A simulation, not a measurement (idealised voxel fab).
This is a process module. Its name is voxel tone inversion.
Cross-section cut: width 200 nm, square cells of 5 nm.
A cross-section is written here as square cells arranged in a grid, and it is given in bands from the top down, each band taking up one or more rows of cells.
Quick guide to a band line: top height, bottom height (nm) up front; then every material left to right with its width in nm. Only one material and it's marked "full width"? Then it fills the band edge to edge. And "blank" just means empty space.
Measure heights from 0. That's the level where, below it, the as-received wafer is all one material. The lowest band is bottomless and extends downward; write it as in "z 0 and below".
The two numbers in a width such as "30->40" mark its ends across the band: the first belongs to the top row of cells, the second to the bottom row, and from each row to the next the width moves by the same amount.
"everything unchanged" after a step means that no cell of the cross-section changed.
Empty spaces without an open route to the top, at least 8 cells in extent, make up the entry "Enclosed void catalog"; each is given as width x height at distance, where the distance is measured from the left edge, and all are in nm.
Where a step's line continues beyond its settings, the continuation is a remark by the simulator itself on that step.
If you see "overlay nm" on a step's line and that step has a mask, it's telling you how far right of where it was planned the mask ended up; a negative number means it went left instead.
### The following list gives the planned process steps
1,RECEIVE [material Si]
2,CONFORMAL_DEP [material SiN] [thk nm 5]
3,DIRECTIONAL_DEP [material aC] [thk nm 20]
4,PATTERN [tone cover] [mask id POSTS] [material resist] [width nm 20] [pitch nm 35] [thk nm 30] [overlay nm -15]
5,DIRECTIONAL_ETCH [etch materials aC] [depth nm 20]
6,STRIP [etch materials resist]
7,FILL_DEP [material SiO2] [thk nm 10]
8,CMP [height nm 25]
9,STRIP [etch materials aC]
10,CONFORMAL_DEP [material TiN] [thk nm 5]
11,FILL_DEP [material W] [thk nm 10]
12,CMP [height nm 25]
13,CONFORMAL_DEP [material SiCN] [thk nm 5]
It is noted that the wafers described herein are identical at the outset and are distinguished by the overlay nm of step 4; the value stated in the plan corresponds to the first wafer.
### The as-received cross-section of the first of several wafers corresponds to the state after step 1
z 0 and below  Si full width
Enclosed void catalog: none
### Last step of the module is step 13; after it, the first of several wafers in cross-section
z 30 to 25  SiCN full width
z 25 to 10  SiO2 (40) | TiN (5) | W (10) | TiN (5) | SiO2 (15) | TiN (5) | W (10) | TiN (5) | SiO2 (15) | TiN (5) | W (10) | TiN (5) | SiO2 (70)
z 10 to 5  SiO2 (40) | TiN (20) | SiO2 (15) | TiN (20) | SiO2 (15) | TiN (20) | SiO2 (70)
z 5 to 0  SiN full width
z 0 and below  Si full width
Enclosed void catalog: none
### Last wafer, end of module, cross-section
z 30 to 25  SiCN full width
z 25 to 10  SiO2 (70) | TiN (5) | W (10) | TiN (5) | SiO2 (15) | TiN (5) | W (10) | TiN (5) | SiO2 (15) | TiN (5) | W (10) | TiN (5) | SiO2 (40)
z 10 to 5  SiO2 (70) | TiN (20) | SiO2 (15) | TiN (20) | SiO2 (15) | TiN (20) | SiO2 (40)
z 5 to 0  SiN full width
z 0 and below  Si full width
Enclosed void catalog: none
### Note: the following table is arranged by wafer, a row apiece. Each row reports the end-of-module state: per material, cells gained (+) or cells lost (-) compared with the wafer as received; closed voids follow
overlay nm -15, +40 SiCN, +40 SiN, +112 SiO2, +30 TiN, +18 W, Enclosed void catalog: none
overlay nm -10, +40 SiCN, +40 SiN, +112 SiO2, +30 TiN, +18 W, Enclosed void catalog: none
overlay nm -5, +40 SiCN, +40 SiN, +112 SiO2, +30 TiN, +18 W, Enclosed void catalog: none
overlay nm 0, +40 SiCN, +40 SiN, +112 SiO2, +30 TiN, +18 W, Enclosed void catalog: none
overlay nm 5, +40 SiCN, +40 SiN, +112 SiO2, +30 TiN, +18 W, Enclosed void catalog: none
overlay nm 10, +40 SiCN, +40 SiN, +112 SiO2, +30 TiN, +18 W, Enclosed void catalog: none
overlay nm 15, +40 SiCN, +40 SiN, +112 SiO2, +30 TiN, +18 W, Enclosed void catalog: none
